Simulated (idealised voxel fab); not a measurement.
Process module, titled voxel self aligned contacts
Each square cell in cross-section cut measures 5 nm, and the section as a whole is 265 nm wide.
A cross-section is written here as square cells arranged in a grid, and it is given in bands from the top down, each band taking up one or more rows of cells.
Read a band's entry like this: the first values are the height of its top and the height of its bottom in nm, and what follows is the sequence of materials from left to right, each with its width in nm. Note that "blank" is empty space, and that a single material marked "all across" reaches across the band from edge to edge.
Height reference: 0 = level under which incoming wafer is all one material. Lowest band: no bottom, runs on downward, e.g. "0 down".
A width such as "30->40" changes by the same amount from each row of cells to the next, from the band's top row to its bottom row.
What does "no change" mean for a step? It means no cell of the cross-section changed in that step.
"Enclosed internal cavities": empty spaces of 8 cells or more with no open way to the top, each given as width x height at distance, distance from the left edge, all in nm.
Where a step's line continues beyond its settings, the continuation is a remark by the simulator itself on that step.
Steps that use a mask can have "overlay nm" on their line. It says how far the mask sat to the right of where it was meant to be. Negative means to the left.
**The planned process steps are enumerated hereunder**
1) RECEIVE with material Si
2) OXIDIZE with depth nm 5
3) DIRECTIONAL_DEP with material polySi, thk nm 30
4) DIRECTIONAL_DEP with material SiN, thk nm 20
5) DIRECTIONAL_DEP with material aC, thk nm 15
6) PATTERN with tone cover, mask id GATE, material resist, width nm 35, pitch nm 70, thk nm 30, overlay nm 0
7) DIRECTIONAL_ETCH with etch materials aC, depth nm 15
8) STRIP with etch materials resist
9) DIRECTIONAL_ETCH with etch materials SiN, depth nm 20
10) DIRECTIONAL_ETCH with etch materials polySi, depth nm 30
11) STRIP with etch materials aC
12) CONFORMAL_DEP with material SiN, thk nm 5
13) DIRECTIONAL_ETCH with etch materials SiN, depth nm 5
14) FILL_DEP with material SiO2, thk nm 10
15) CMP with height nm 55
16) PATTERN with tone open, mask id CONTACT, material resist, width nm 55, thk nm 15, overlay nm 0
17) DIRECTIONAL_ETCH with etch materials SiO2, depth nm 60
18) STRIP with etch materials resist
19) CONFORMAL_DEP with material TiN, thk nm 5
20) FILL_DEP with material Ru, thk nm 10
21) CMP with height nm 55
22) CONFORMAL_DEP with material SiN, thk nm 5
**Cross-section of the incoming wafer, state after step 1**
	0 down | Si all across
	Enclosed internal cavities: none
**Cross-sectional view of the first of the two wafers upon completion of the module, processed in accordance with the plan**
	60 to 55 | SiN all across
	55 to 50 | 105 SiO2; 20 TiN; 15 Ru; 20 TiN; 105 SiO2
	50 to 30 | 75 SiO2; 45 SiN; 5 TiN; 15 Ru; 5 TiN; 45 SiN; 75 SiO2
	30 to 0 | 75 SiO2; 5 SiN; 35 polySi; 5 SiN; 5 TiN; 15 Ru; 5 TiN; 5 SiN; 35 polySi; 5 SiN; 75 SiO2
	0 to -5 | 120 SiO2; 25 TiN; 120 SiO2
	-5 down | Si all across
	Enclosed internal cavities: none
**Wafer two, end of module, cross-section. Same start, same plan as wafer one. One mistake in the run**
	60 to 55 | SiN all across
	55 to 50 | 125 TiN; 15 Ru; 125 TiN
	50 to 30 | 75 SiO2; 45 SiN; 5 TiN; 15 Ru; 5 TiN; 45 SiN; 75 SiO2
	30 to 0 | 75 SiO2; 5 SiN; 35 polySi; 5 SiN; 5 TiN; 15 Ru; 5 TiN; 5 SiN; 35 polySi; 5 SiN; 75 SiO2
	0 to -5 | 120 SiO2; 25 TiN; 120 SiO2
	-5 down | Si all across
	Enclosed internal cavities: none
What was done differently from what was planned? step 15 did not use the planned setting and instead ran as CMP with height nm 50
Bottom line after processing is that, in cells, the second wafer is up or down on some materials versus the first: 42 fewer of SiO2; 42 more of TiN
